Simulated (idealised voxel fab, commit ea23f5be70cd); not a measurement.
Herein follows the process module entitled voxel capacitor over wiring.
Cross-sectional view cut (width: 265 nm; square cell size: 5 nm).
Format of a cross-section: grid, square cells. Given as bands. Order: top down. Band: one or more rows of cells.
First you get the band's top height and its bottom height, in nm, and then the materials it's made of, left to right, with each width in nm. If you see a single material with "edge to edge", that one covers the band edge to edge. "empty" is empty space.
Height reference: 0 = level under which incoming wafer is all one material. Lowest band: no bottom, runs on downward, e.g. "top 0, no bottom".
Note: "30..40" means the width goes from the first number (top row of the band) to the second number (bottom row) in equal steps per row of cells.
Take "no alteration" at face value: in the step it is given for, the cross-section changed in none of its cells.
Empty spaces counting at least 8 cells and having no open way to the top are listed in "Enclosed internal cavities". The notation width x height at distance is used for each, the distance being from the left edge and all three values in nm.
Past the settings on a step's line: simulator remark, on that step.
A step line may carry the setting "overlay nm", which, for steps involving a mask, states the distance by which the mask lay to the right of its intended position; negative values denote displacement to the left.

### Steps in the process plan
| 1 | RECEIVE [material Si] |
| 2 | CONFORMAL_DEP [material SiO2] [thk nm 10] |
| 3 | CONFORMAL_DEP [material SiN] [thk nm 5] |
| 4 | DIRECTIONAL_DEP [material lowk] [thk nm 15] |
| 5 | DIRECTIONAL_DEP [material aC] [thk nm 10] |
| 6 | PATTERN [tone open] [mask id METAL_1] [material resist] [width nm 30] [pitch nm 100] [thk nm 25] [overlay nm 0] |
| 7 | DIRECTIONAL_ETCH [etch materials aC] [depth nm 10] |
| 8 | STRIP [etch materials resist] |
| 9 | DIRECTIONAL_ETCH [etch materials lowk] [depth nm 15] |
| 10 | DIRECTIONAL_ETCH [etch materials SiN] [depth nm 5] |
| 11 | STRIP [etch materials aC] |
| 12 | CONFORMAL_DEP [material TiN] [thk nm 5] |
| 13 | FILL_DEP [material Cu] [thk nm 10] |
| 14 | CMP [height nm 30] |
| 15 | EPI [material Ru] [thk nm 5] |
| 16 | FILL_DEP [material SiCN] [thk nm 5] |
| 17 | DIRECTIONAL_DEP [material lowk] [thk nm 20] |
| 18 | MASKED_ETCH [tone open] [mask id PLUG_1] [width nm 15] [etch materials lowk] [depth nm 20] [overlay nm 0] |
| 19 | MASKED_ETCH [tone open] [mask id PLUG_1] [width nm 15] [etch materials SiCN] [depth nm 5] [overlay nm 0] |
| 20 | EPI [material Ru] [thk nm 10] |
| 21 | EPI [material Ru] [thk nm 10] |
| 22 | EPI [material Ru] [thk nm 5] |
| 23 | DIRECTIONAL_DEP [material TiN] [thk nm 10] |
| 24 | DIRECTIONAL_DEP [material Al2O3] [thk nm 5] |
| 25 | DIRECTIONAL_DEP [material TiN] [thk nm 5] |
| 26 | PATTERN [tone cover] [mask id UPPER_PLATE] [material resist] [width nm 75] [thk nm 15] [overlay nm 0] |
| 27 | DIRECTIONAL_ETCH [etch materials TiN] [depth nm 5] |
| 28 | DIRECTIONAL_ETCH [etch materials Al2O3] [depth nm 5] |
| 29 | STRIP [etch materials resist] |
| 30 | MASKED_ETCH [tone cover] [mask id LOWER_PLATE] [width nm 85] [etch materials TiN] [depth nm 10] [overlay nm 0] |
| 31 | FILL_DEP [material SiO2] [thk nm 15] |
| 32 | CMP [height nm 90] |
| 33 | DIRECTIONAL_DEP [material aC] [thk nm 15] |
| 34 | PATTERN [tone open] [mask id PLUG_2] [material resist] [width nm 15] [thk nm 35] [overlay nm 0] |
| 35 | DIRECTIONAL_ETCH [etch materials aC] [depth nm 15] |
| 36 | STRIP [etch materials resist] |
| 37 | DIRECTIONAL_ETCH [etch materials SiO2] [depth nm 10] |
| 38 | STRIP [etch materials aC] |
| 39 | CONFORMAL_DEP [material TiN] [thk nm 5] |
| 40 | FILL_DEP [material Ru] [thk nm 10] |
| 41 | CMP [height nm 90] |
| 42 | CONFORMAL_DEP [material SiCN] [thk nm 5] |

### The first of the two wafers, which ran as planned

### Cross-section of the wafer as it came to us, i.e., already through step 1
top 0, no bottom = Si edge to edge
Enclosed internal cavities: none

### How the wafer stands in section after step 2
top 10, bottom 0 = SiO2 edge to edge
Note: structure below 0 unchanged.

### How the wafer stands in section after step 3
top 15, bottom 10 = SiN edge to edge
Note: structure below 10 unchanged.

### How the wafer stands in section after step 4
top 30, bottom 15 = lowk edge to edge
Note: structure below 15 unchanged.

### How the wafer stands in section after step 5
top 40, bottom 30 = aC edge to edge
Note: structure below 30 unchanged.

### How the wafer stands in section after step 6
top 65, bottom 40 = resist: 65  empty: 30  resist: 70  empty: 30  resist: 70
Note: structure below 40 unchanged.

### How the wafer stands in section after step 7
top 55, bottom 40 = resist: 65  empty: 30  resist: 70  empty: 30  resist: 70
top 40, bottom 30 = aC: 65  empty: 30  aC: 70  empty: 30  aC: 70
Note: structure below 30 unchanged.

### How the wafer stands in section after step 8
top 40, bottom 30 = aC: 65  empty: 30  aC: 70  empty: 30  aC: 70
Note: structure below 30 unchanged.

### How the wafer stands in section after step 9
top 40, bottom 30 = aC: 65  empty: 30  aC: 70  empty: 30  aC: 70
top 30, bottom 15 = lowk: 65  empty: 30  lowk: 70  empty: 30  lowk: 70
Note: structure below 15 unchanged.

### How the wafer stands in section after step 10
top 40, bottom 30 = aC: 65  empty: 30  aC: 70  empty: 30  aC: 70
top 30, bottom 15 = lowk: 65  empty: 30  lowk: 70  empty: 30  lowk: 70
top 15, bottom 10 = SiN: 65  empty: 30  SiN: 70  empty: 30  SiN: 70
Note: structure below 10 unchanged.

### How the wafer stands in section after step 11
top 30, bottom 15 = lowk: 65  empty: 30  lowk: 70  empty: 30  lowk: 70
Note: structure below 15 unchanged.

### How the wafer stands in section after step 12
top 35, bottom 30 = TiN: 70  empty: 20  TiN: 80  empty: 20  TiN: 75
top 30, bottom 15 = lowk: 65  TiN: 5  empty: 20  TiN: 5  lowk: 70  TiN: 5  empty: 20  TiN: 5  lowk: 70
top 15, bottom 10 = SiN: 65  TiN: 30  SiN: 70  TiN: 30  SiN: 70
Note: structure below 10 unchanged.

### How the wafer stands in section after step 13
top 45, bottom 35 = Cu edge to edge
top 35, bottom 30 = TiN: 70  Cu: 20  TiN: 80  Cu: 20  TiN: 75
top 30, bottom 15 = lowk: 65  TiN: 5  Cu: 20  TiN: 5  lowk: 70  TiN: 5  Cu: 20  TiN: 5  lowk: 70
Note: structure below 15 unchanged.

### How the wafer stands in section after step 14
top 30, bottom 15 = lowk: 65  TiN: 5  Cu: 20  TiN: 5  lowk: 70  TiN: 5  Cu: 20  TiN: 5  lowk: 70
Note: structure below 15 unchanged.

### How the wafer stands in section after step 15
top 35, bottom 30 = empty: 60  Ru: 40  empty: 60  Ru: 40  empty: 65
Note: structure below 30 unchanged.

### How the wafer stands in section after step 16
top 40, bottom 35 = SiCN edge to edge
top 35, bottom 30 = SiCN: 60  Ru: 40  SiCN: 60  Ru: 40  SiCN: 65
Note: structure below 30 unchanged.

### How the wafer stands in section after step 17
top 60, bottom 40 = lowk edge to edge
Note: structure below 40 unchanged.

### How the wafer stands in section after step 18
top 60, bottom 40 = lowk: 80  empty: 15  lowk: 170
Note: structure below 40 unchanged.

### How the wafer stands in section after step 19
top 60, bottom 40 = lowk: 80  empty: 15  lowk: 170
top 40, bottom 35 = SiCN: 80  empty: 15  SiCN: 170
Note: structure below 35 unchanged.

### How the wafer stands in section after step 20
top 60, bottom 45 = lowk: 80  empty: 15  lowk: 170
top 45, bottom 40 = lowk: 80  Ru: 15  lowk: 170
top 40, bottom 35 = SiCN: 80  Ru: 15  SiCN: 170
Note: structure below 35 unchanged.

### How the wafer stands in section after step 21
top 60, bottom 55 = lowk: 80  empty: 15  lowk: 170
top 55, bottom 40 = lowk: 80  Ru: 15  lowk: 170
Note: structure below 40 unchanged.

### How the wafer stands in section after step 22
top 60, bottom 40 = lowk: 80  Ru: 15  lowk: 170
Note: structure below 40 unchanged.

### How the wafer stands in section after step 23
top 70, bottom 60 = TiN edge to edge
Note: structure below 60 unchanged.

### How the wafer stands in section after step 24
top 75, bottom 70 = Al2O3 edge to edge
Note: structure below 70 unchanged.

### How the wafer stands in section after step 25
top 80, bottom 75 = TiN edge to edge
Note: structure below 75 unchanged.

### How the wafer stands in section after step 26
top 95, bottom 80 = empty: 80  resist: 75  empty: 110
Note: structure below 80 unchanged.

### How the wafer stands in section after step 27
top 95, bottom 80 = empty: 80  resist: 75  empty: 110
top 80, bottom 75 = empty: 80  TiN: 75  empty: 110
Note: structure below 75 unchanged.

### How the wafer stands in section after step 28
top 95, bottom 80 = empty: 80  resist: 75  empty: 110
top 80, bottom 75 = empty: 80  TiN: 75  empty: 110
top 75, bottom 70 = empty: 80  Al2O3: 75  empty: 110
Note: structure below 70 unchanged.

### How the wafer stands in section after step 29
top 80, bottom 75 = empty: 80  TiN: 75  empty: 110
Note: structure below 75 unchanged.

### How the wafer stands in section after step 30
top 80, bottom 75 = empty: 80  TiN: 75  empty: 110
top 75, bottom 70 = empty: 80  Al2O3: 75  empty: 110
top 70, bottom 60 = empty: 75  TiN: 85  empty: 105
Note: structure below 60 unchanged.

### How the wafer stands in section after step 31
top 95, bottom 80 = SiO2 edge to edge
top 80, bottom 75 = SiO2: 80  TiN: 75  SiO2: 110
top 75, bottom 70 = SiO2: 80  Al2O3: 75  SiO2: 110
top 70, bottom 60 = SiO2: 75  TiN: 85  SiO2: 105
Note: structure below 60 unchanged.

### How the wafer stands in section after step 32
top 90, bottom 80 = SiO2 edge to edge
Note: structure below 80 unchanged.

### How the wafer stands in section after step 33
top 105, bottom 90 = aC edge to edge
Note: structure below 90 unchanged.

### How the wafer stands in section after step 34
top 140, bottom 105 = resist: 90  empty: 15  resist: 160
Note: structure below 105 unchanged.

### How the wafer stands in section after step 35
top 125, bottom 105 = resist: 90  empty: 15  resist: 160
top 105, bottom 90 = aC: 90  empty: 15  aC: 160
Note: structure below 90 unchanged.

### How the wafer stands in section after step 36
top 105, bottom 90 = aC: 90  empty: 15  aC: 160
Note: structure below 90 unchanged.

### How the wafer stands in section after step 37
top 105, bottom 90 = aC: 90  empty: 15  aC: 160
top 90, bottom 80 = SiO2: 90  empty: 15  SiO2: 160
Note: structure below 80 unchanged.

### How the wafer stands in section after step 38
top 90, bottom 80 = SiO2: 90  empty: 15  SiO2: 160
Note: structure below 80 unchanged.

### How the wafer stands in section after step 39
top 95, bottom 90 = TiN: 95  empty: 5  TiN: 165
top 90, bottom 85 = SiO2: 90  TiN: 5  empty: 5  TiN: 5  SiO2: 160
top 85, bottom 75 = SiO2: 90..80  TiN: 15..75  SiO2: 160..110
Note: structure below 75 unchanged.

### How the wafer stands in section after step 40
top 105, bottom 95 = Ru edge to edge
top 95, bottom 90 = TiN: 95  Ru: 5  TiN: 165
top 90, bottom 85 = SiO2: 90  TiN: 5  Ru: 5  TiN: 5  SiO2: 160
Note: structure below 85 unchanged.

### How the wafer stands in section after step 41
top 90, bottom 85 = SiO2: 90  TiN: 5  Ru: 5  TiN: 5  SiO2: 160
Note: structure below 85 unchanged.

### How the wafer stands in section after step 42
top 95, bottom 90 = SiCN edge to edge
Note: structure below 90 unchanged.

### Companion wafer, the second of two: same beginning, same intended sequence, one mistake in carrying it out; through step 39 inclusive it tracks the first exactly

### X-section, second wafer, when step 40 was due to finish
top 105, bottom 95 = lowk edge to edge
top 95, bottom 90 = TiN: 95  lowk: 5  TiN: 165
top 90, bottom 85 = SiO2: 90  TiN: 5  lowk: 5  TiN: 5  SiO2: 160
Note: structure below 85 unchanged.

### X-section, second wafer, when step 41 was due to finish
top 90, bottom 85 = SiO2: 90  TiN: 5  lowk: 5  TiN: 5  SiO2: 160
Note: structure below 85 unchanged.

### X-section, second wafer, when step 42 was due to finish
top 95, bottom 90 = SiCN edge to edge
Note: structure below 90 unchanged.
Plan not followed: step 40 did not happen as planned, as run it was FILL_DEP [material lowk] [thk nm 10]
It is noted that, at the conclusion of processing, the second wafer exhibits a higher or lower cell count for certain materials relative to the first: 1 fewer of Ru; 1 more of lowk
